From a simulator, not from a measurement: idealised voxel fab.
Name of the process module below: voxel wiring stack
Square cell edge 5 nm, section width 200 nm, ID cut.
If you're reading a cross-section in this doc, picture square cells in a grid; it comes to you as bands, top ones listed first down to the bottom, and a band can be one or more rows of cells.
Band: top and bottom heights (nm) first, top before bottom; then materials from left to right, widths in nm. "all across" marks a sole material filling the band edge to edge. "blank" denotes empty space.
Below 0: as-received wafer, all one material; heights counted from there. Lowest band: no bottom, goes on down, written "0 and below".
The width entry "30..40" should be interpreted row by row: the top row of cells in the band takes the first number, the bottom row takes the second number, and the change between adjacent rows is uniform throughout.
Step note "no modifications" = no cross-section cell changed.
You'll see "Closed internal cavities" listing empty spaces that have no way open to the top, as long as they're 8 cells or more; the notation is width x height at distance, where the distance is from the left edge, and all of it is in nm.
Post-settings text on a step line: simulator's own remark regarding the step.
Steps that use a mask can have "overlay nm" on their line. It says how far the mask sat to the right of where it was meant to be. Negative means to the left.
THE PROCESS STEPS THAT WERE PLANNED ARE LISTED BELOW
1: RECEIVE,material Si
2: CONFORMAL_DEP,material SiO2,thk nm 15
3: CONFORMAL_DEP,material SiN,thk nm 5
4: DIRECTIONAL_DEP,material lowk,thk nm 25
5: DIRECTIONAL_DEP,material aC,thk nm 10
6: PATTERN,tone open,mask id METAL_1,material resist,width nm 25,pitch nm 45,thk nm 30,overlay nm 0
7: DIRECTIONAL_ETCH,etch materials aC,depth nm 10
8: STRIP,etch materials resist
9: DIRECTIONAL_ETCH,etch materials lowk,depth nm 25
10: DIRECTIONAL_ETCH,etch materials SiN,depth nm 5
11: STRIP,etch materials aC
12: CONFORMAL_DEP,material TiN,thk nm 5
13: FILL_DEP,material Ru,thk nm 5
14: CMP,height nm 45
15: CONFORMAL_DEP,material SiCN,thk nm 5
16: DIRECTIONAL_DEP,material SiO2,thk nm 15
17: MASKED_ETCH,tone open,mask id PLUG_1,width nm 15,pitch nm 45,etch materials SiO2,depth nm 15,overlay nm 0
18: MASKED_ETCH,tone open,mask id PLUG_1,width nm 15,pitch nm 45,etch materials SiCN,depth nm 5,overlay nm 0
19: EPI,material Ru,thk nm 10
20: EPI,material Ru,thk nm 10
21: CONFORMAL_DEP,material SiN,thk nm 5
22: DIRECTIONAL_DEP,material lowk,thk nm 20
23: MASKED_ETCH,tone open,mask id METAL_2,width nm 25,pitch nm 45,etch materials lowk,depth nm 20,overlay nm 0
24: MASKED_ETCH,tone open,mask id METAL_2,width nm 25,pitch nm 45,etch materials SiN,depth nm 5,overlay nm 0
25: CONFORMAL_DEP,material TiN,thk nm 5
26: FILL_DEP,material Ru,thk nm 10
27: CMP,height nm 90
28: CONFORMAL_DEP,material SiCN,thk nm 5
29: DIRECTIONAL_DEP,material SiO2,thk nm 10
30: MASKED_ETCH,tone open,mask id PLUG_2,width nm 15,etch materials SiO2,depth nm 10,overlay nm 0
31: MASKED_ETCH,tone open,mask id PLUG_2,width nm 15,etch materials SiCN,depth nm 5,overlay nm 0
32: EPI,material Ru,thk nm 10
33: EPI,material Ru,thk nm 5
34: CONFORMAL_DEP,material SiN,thk nm 5
35: DIRECTIONAL_DEP,material lowk,thk nm 20
36: DIRECTIONAL_DEP,material aC,thk nm 15
37: PATTERN,tone open,mask id METAL_3,material resist,width nm 25,pitch nm 45,thk nm 30,overlay nm 0
38: DIRECTIONAL_ETCH,etch materials aC,depth nm 15
39: STRIP,etch materials resist
40: DIRECTIONAL_ETCH,etch materials lowk,depth nm 20
41: DIRECTIONAL_ETCH,etch materials SiN,depth nm 5
42: STRIP,etch materials aC
43: CONFORMAL_DEP,material TiN,thk nm 5
44: FILL_DEP,material Ru,thk nm 5
45: CMP,height nm 130
46: CONFORMAL_DEP,material SiCN,thk nm 5
AS-RECEIVED STATE OF THE WAFER IN CROSS-SECTION, EQUIVALENT TO POST-STEP 1
> 0 and below: Si all across
> Closed internal cavities: none
END-OF-MODULE XS, FIRST OF TWO WAFERS, RUN AS PLANNED
> 135 down to 130: SiCN all across
> 130 down to 110: lowk=65, then TiN=5, then Ru=15, then TiN=5, then lowk=20, then TiN=5, then Ru=15, then TiN=5, then lowk=65
> 110 down to 105: SiN=65, then TiN=25, then SiN=20, then TiN=25, then SiN=65
> 105 down to 95: SiO2=65, then Ru=15, then SiO2=120
> 95 down to 90: SiCN=65, then Ru=15, then SiCN=120
> 90 down to 70: lowk=65, then TiN=5, then Ru=15, then TiN=5, then lowk=20, then TiN=5, then Ru=15, then TiN=5, then lowk=65
> 70 down to 65: SiN=65, then TiN=25, then SiN=20, then TiN=25, then SiN=65
> 65 down to 50: SiO2=65, then Ru=15, then SiO2=30, then Ru=15, then SiO2=75
> 50 down to 45: SiCN=65, then Ru=15, then SiCN=30, then Ru=15, then SiCN=75
> 45 down to 20: lowk=65, then TiN=5, then Ru=15, then TiN=5, then lowk=20, then TiN=5, then Ru=15, then TiN=5, then lowk=65
> 20 down to 15: SiN=65, then TiN=25, then SiN=20, then TiN=25, then SiN=65
> 15 down to 0: SiO2 all across
> 0 and below: Si all across
> Closed internal cavities: none
CROSS-SECTIONAL VIEW: SECOND OF TWO WAFERS, END OF MODULE; START AND PLAN IDENTICAL TO THE FIRST, ONE MISTAKE IN RUNNING
> 135 down to 130: SiCN all across
> 130 down to 110: lowk=65, then TiN=5, then Ru=15, then TiN=5, then lowk=20, then TiN=5, then Ru=15, then TiN=5, then lowk=65
> 110 down to 105: SiN=65, then TiN=25, then SiN=20, then TiN=25, then SiN=65
> 105 down to 95: SiO2=65, then Ru=15, then SiO2=120
> 95 down to 90: SiCN=65, then Ru=15, then SiCN=120
> 90 down to 70: lowk=65, then SiCN=5, then Ru=15, then SiCN=5, then lowk=20, then SiCN=5, then Ru=15, then SiCN=5, then lowk=65
> 70 down to 65: SiN=65, then SiCN=25, then SiN=20, then SiCN=25, then SiN=65
> 65 down to 50: SiO2=65, then Ru=15, then SiO2=30, then Ru=15, then SiO2=75
> 50 down to 45: SiCN=65, then Ru=15, then SiCN=30, then Ru=15, then SiCN=75
> 45 down to 20: lowk=65, then TiN=5, then Ru=15, then TiN=5, then lowk=20, then TiN=5, then Ru=15, then TiN=5, then lowk=65
> 20 down to 15: SiN=65, then TiN=25, then SiN=20, then TiN=25, then SiN=65
> 15 down to 0: SiO2 all across
> 0 and below: Si all across
> Closed internal cavities: none
What was done differently from what was planned? step 25 was run on a setting that differed from the plan, and what really ran there is CONFORMAL_DEP,material SiCN,thk nm 5
Bottom line after processing is that, in cells, the second wafer is up or down on some materials versus the first: +26 SiCN, -26 TiN
